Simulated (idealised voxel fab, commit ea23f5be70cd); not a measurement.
process module | voxel wiring stack
cross-section cut | 270 nm wide | cells 5 nm
A cross-section is a grid of square cells, given in bands from the top down. A band is one or more rows of cells.
Each band's line starts with the height of the band's top and of its bottom, in nm. Then come its materials from left to right, each with its width in nm. One material with "throughout" fills the band from edge to edge. "air" is empty space.
Height 0 is the level under which the wafer as received is all one material. The lowest band goes on downwards, as in "0 down".
A width such as "30 to 40" changes by the same amount from each row of cells to the next, from the band's top row to its bottom row.
"no change" after a step means that no cell of the cross-section changed.
closed voids: empty space of 8 cells or more with no open way to the top, each as width x height at its distance from the left edge, in nm
after a step's settings: what the simulator itself notes on the step
overlay nm, on a step with a mask: how far to the right of its planned place the mask lay; to the left if negative
plan
1 op RECEIVE | material Si
2 op CONFORMAL_DEP | material SiO2 | thk nm 10
3 op DIRECTIONAL_DEP | material TiN | thk nm 5
4 op DIRECTIONAL_DEP | material W | thk nm 25
5 op DIRECTIONAL_DEP | material aC | thk nm 15
6 op PATTERN | tone cover | mask id METAL_1 | material resist | width nm 25 | pitch nm 45 | thk nm 30 | overlay nm 0
7 op DIRECTIONAL_ETCH | etch materials aC | depth nm 15
8 op STRIP | etch materials resist
9 op DIRECTIONAL_ETCH | etch materials W | depth nm 25
10 op DIRECTIONAL_ETCH | etch materials TiN | depth nm 5
11 op STRIP | etch materials aC
12 op FILL_DEP | material lowk | thk nm 10
13 op CMP | height nm 40
14 op CONFORMAL_DEP | material SiCN | thk nm 5
15 op DIRECTIONAL_DEP | material SiO2 | thk nm 10
16 op DIRECTIONAL_DEP | material aC | thk nm 10
17 op PATTERN | tone open | mask id PLUG_1 | material resist | width nm 15 | thk nm 25 | overlay nm 0
18 op DIRECTIONAL_ETCH | etch materials aC | depth nm 10
19 op STRIP | etch materials resist
20 op DIRECTIONAL_ETCH | etch materials SiO2 | depth nm 10
21 op DIRECTIONAL_ETCH | etch materials SiCN | depth nm 5
22 op STRIP | etch materials aC
23 op EPI | material Ru | thk nm 10
24 op EPI | material Ru | thk nm 5
25 op CONFORMAL_DEP | material SiN | thk nm 5
26 op DIRECTIONAL_DEP | material lowk | thk nm 25
27 op DIRECTIONAL_DEP | material aC | thk nm 15
28 op PATTERN | tone open | mask id METAL_2 | material resist | width nm 25 | pitch nm 45 | thk nm 30 | overlay nm 0
29 op DIRECTIONAL_ETCH | etch materials aC | depth nm 15
30 op STRIP | etch materials resist
31 op DIRECTIONAL_ETCH | etch materials lowk | depth nm 25
32 op DIRECTIONAL_ETCH | etch materials SiN | depth nm 5
33 op STRIP | etch materials aC
34 op CONFORMAL_DEP | material TiN | thk nm 5
35 op FILL_DEP | material Ru | thk nm 5
36 op CMP | height nm 85
37 op CONFORMAL_DEP | material SiN | thk nm 5
first wafer, as planned
as received, after step 1
  0 down: Si throughout
  closed voids: none
after step 2
  10 to 0: SiO2 throughout
  below 0: unchanged
after step 3
  15 to 10: TiN throughout
  below 10: unchanged
after step 4
  40 to 15: W throughout
  below 15: unchanged
after step 5
  55 to 40: aC throughout
  below 40: unchanged
after step 6
  85 to 55: air 100 | resist 25 | air 20 | resist 25 | air 100
  below 55: unchanged
after step 7
  70 to 55: air 100 | resist 25 | air 20 | resist 25 | air 100
  55 to 40: air 100 | aC 25 | air 20 | aC 25 | air 100
  below 40: unchanged
after step 8
  55 to 40: air 100 | aC 25 | air 20 | aC 25 | air 100
  below 40: unchanged
after step 9
  55 to 40: air 100 | aC 25 | air 20 | aC 25 | air 100
  40 to 15: air 100 | W 25 | air 20 | W 25 | air 100
  below 15: unchanged
after step 10
  55 to 40: air 100 | aC 25 | air 20 | aC 25 | air 100
  40 to 15: air 100 | W 25 | air 20 | W 25 | air 100
  15 to 10: air 100 | TiN 25 | air 20 | TiN 25 | air 100
  below 10: unchanged
after step 11
  40 to 15: air 100 | W 25 | air 20 | W 25 | air 100
  below 15: unchanged
after step 12
  50 to 40: lowk throughout
  40 to 15: lowk 100 | W 25 | lowk 20 | W 25 | lowk 100
  15 to 10: lowk 100 | TiN 25 | lowk 20 | TiN 25 | lowk 100
  below 10: unchanged
after step 13
  40 to 15: lowk 100 | W 25 | lowk 20 | W 25 | lowk 100
  below 15: unchanged
after step 14
  45 to 40: SiCN throughout
  below 40: unchanged
after step 15
  55 to 45: SiO2 throughout
  below 45: unchanged
after step 16
  65 to 55: aC throughout
  below 55: unchanged
after step 17
  90 to 65: resist 100 | air 15 | resist 155
  below 65: unchanged
after step 18
  80 to 65: resist 100 | air 15 | resist 155
  65 to 55: aC 100 | air 15 | aC 155
  below 55: unchanged
after step 19
  65 to 55: aC 100 | air 15 | aC 155
  below 55: unchanged
after step 20
  65 to 55: aC 100 | air 15 | aC 155
  55 to 45: SiO2 100 | air 15 | SiO2 155
  below 45: unchanged
after step 21
  65 to 55: aC 100 | air 15 | aC 155
  55 to 45: SiO2 100 | air 15 | SiO2 155
  45 to 40: SiCN 100 | air 15 | SiCN 155
  below 40: unchanged
after step 22
  55 to 45: SiO2 100 | air 15 | SiO2 155
  below 45: unchanged
after step 23
  55 to 50: SiO2 100 | air 15 | SiO2 155
  50 to 45: SiO2 100 | Ru 15 | SiO2 155
  45 to 40: SiCN 100 | Ru 15 | SiCN 155
  below 40: unchanged
after step 24
  55 to 45: SiO2 100 | Ru 15 | SiO2 155
  below 45: unchanged
after step 25
  60 to 55: SiN throughout
  below 55: unchanged
after step 26
  85 to 60: lowk throughout
  below 60: unchanged
after step 27
  100 to 85: aC throughout
  below 85: unchanged
after step 28
  130 to 100: resist 100 | air 25 | resist 20 | air 25 | resist 100
  below 100: unchanged
after step 29
  115 to 100: resist 100 | air 25 | resist 20 | air 25 | resist 100
  100 to 85: aC 100 | air 25 | aC 20 | air 25 | aC 100
  below 85: unchanged
after step 30
  100 to 85: aC 100 | air 25 | aC 20 | air 25 | aC 100
  below 85: unchanged
after step 31
  100 to 85: aC 100 | air 25 | aC 20 | air 25 | aC 100
  85 to 60: lowk 100 | air 25 | lowk 20 | air 25 | lowk 100
  below 60: unchanged
after step 32
  100 to 85: aC 100 | air 25 | aC 20 | air 25 | aC 100
  85 to 60: lowk 100 | air 25 | lowk 20 | air 25 | lowk 100
  60 to 55: SiN 100 | air 25 | SiN 20 | air 25 | SiN 100
  below 55: unchanged
after step 33
  85 to 60: lowk 100 | air 25 | lowk 20 | air 25 | lowk 100
  below 60: unchanged
after step 34
  90 to 85: TiN 105 | air 15 | TiN 30 | air 15 | TiN 105
  85 to 60: lowk 100 | TiN 5 | air 15 | TiN 5 | lowk 20 | TiN 5 | air 15 | TiN 5 | lowk 100
  60 to 55: SiN 100 | TiN 25 | SiN 20 | TiN 25 | SiN 100
  below 55: unchanged
after step 35
  95 to 90: Ru throughout
  90 to 85: TiN 105 | Ru 15 | TiN 30 | Ru 15 | TiN 105
  85 to 60: lowk 100 | TiN 5 | Ru 15 | TiN 5 | lowk 20 | TiN 5 | Ru 15 | TiN 5 | lowk 100
  below 60: unchanged
after step 36
  85 to 60: lowk 100 | TiN 5 | Ru 15 | TiN 5 | lowk 20 | TiN 5 | Ru 15 | TiN 5 | lowk 100
  below 60: unchanged
after step 37
  90 to 85: SiN throughout
  below 85: unchanged
second wafer: like start, like plan, one mistake. Through step 16 it matches the first wafer
when step 17 should have ended
  90 to 65: resist 95 | air 25 | resist 150
  below 65: unchanged
when step 18 should have ended
  80 to 65: resist 95 | air 25 | resist 150
  65 to 55: aC 95 | air 25 | aC 150
  below 55: unchanged
when step 19 should have ended
  65 to 55: aC 95 | air 25 | aC 150
  below 55: unchanged
when step 20 should have ended
  65 to 55: aC 95 | air 25 | aC 150
  55 to 45: SiO2 95 | air 25 | SiO2 150
  below 45: unchanged
when step 21 should have ended
  65 to 55: aC 95 | air 25 | aC 150
  55 to 45: SiO2 95 | air 25 | SiO2 150
  45 to 40: SiCN 95 | air 25 | SiCN 150
  below 40: unchanged
when step 22 should have ended
  55 to 45: SiO2 95 | air 25 | SiO2 150
  below 45: unchanged
when step 23 should have ended
  55 to 50: SiO2 95 | air 25 | SiO2 150
  50 to 45: SiO2 95 | Ru 25 | SiO2 150
  45 to 40: SiCN 95 | Ru 25 | SiCN 150
  below 40: unchanged
when step 24 should have ended
  55 to 45: SiO2 95 | Ru 25 | SiO2 150
  below 45: unchanged
when step 25 should have ended
  60 to 55: SiN throughout
  below 55: unchanged
when step 26 should have ended
  85 to 60: lowk throughout
  below 60: unchanged
when step 27 should have ended
  100 to 85: aC throughout
  below 85: unchanged
when step 28 should have ended
  130 to 100: resist 100 | air 25 | resist 20 | air 25 | resist 100
  below 100: unchanged
when step 29 should have ended
  115 to 100: resist 100 | air 25 | resist 20 | air 25 | resist 100
  100 to 85: aC 100 | air 25 | aC 20 | air 25 | aC 100
  below 85: unchanged
when step 30 should have ended
  100 to 85: aC 100 | air 25 | aC 20 | air 25 | aC 100
  below 85: unchanged
when step 31 should have ended
  100 to 85: aC 100 | air 25 | aC 20 | air 25 | aC 100
  85 to 60: lowk 100 | air 25 | lowk 20 | air 25 | lowk 100
  below 60: unchanged
when step 32 should have ended
  100 to 85: aC 100 | air 25 | aC 20 | air 25 | aC 100
  85 to 60: lowk 100 | air 25 | lowk 20 | air 25 | lowk 100
  60 to 55: SiN 100 | air 25 | SiN 20 | air 25 | SiN 100
  below 55: unchanged
when step 33 should have ended
  85 to 60: lowk 100 | air 25 | lowk 20 | air 25 | lowk 100
  below 60: unchanged
when step 34 should have ended
  90 to 85: TiN 105 | air 15 | TiN 30 | air 15 | TiN 105
  85 to 60: lowk 100 | TiN 5 | air 15 | TiN 5 | lowk 20 | TiN 5 | air 15 | TiN 5 | lowk 100
  60 to 55: SiN 100 | TiN 25 | SiN 20 | TiN 25 | SiN 100
  below 55: unchanged
when step 35 should have ended
  95 to 90: Ru throughout
  90 to 85: TiN 105 | Ru 15 | TiN 30 | Ru 15 | TiN 105
  85 to 60: lowk 100 | TiN 5 | Ru 15 | TiN 5 | lowk 20 | TiN 5 | Ru 15 | TiN 5 | lowk 100
  below 60: unchanged
when step 36 should have ended
  85 to 60: lowk 100 | TiN 5 | Ru 15 | TiN 5 | lowk 20 | TiN 5 | Ru 15 | TiN 5 | lowk 100
  below 60: unchanged
when step 37 should have ended
  90 to 85: SiN throughout
  below 85: unchanged
what went wrong: step 17 ran as: op PATTERN | tone open | mask id PLUG_1 | material resist | width nm 25 | thk nm 25 | overlay nm 0
at the end the second wafer has, in cells: 6 more of Ru | 2 fewer of SiCN | 4 fewer of SiO2
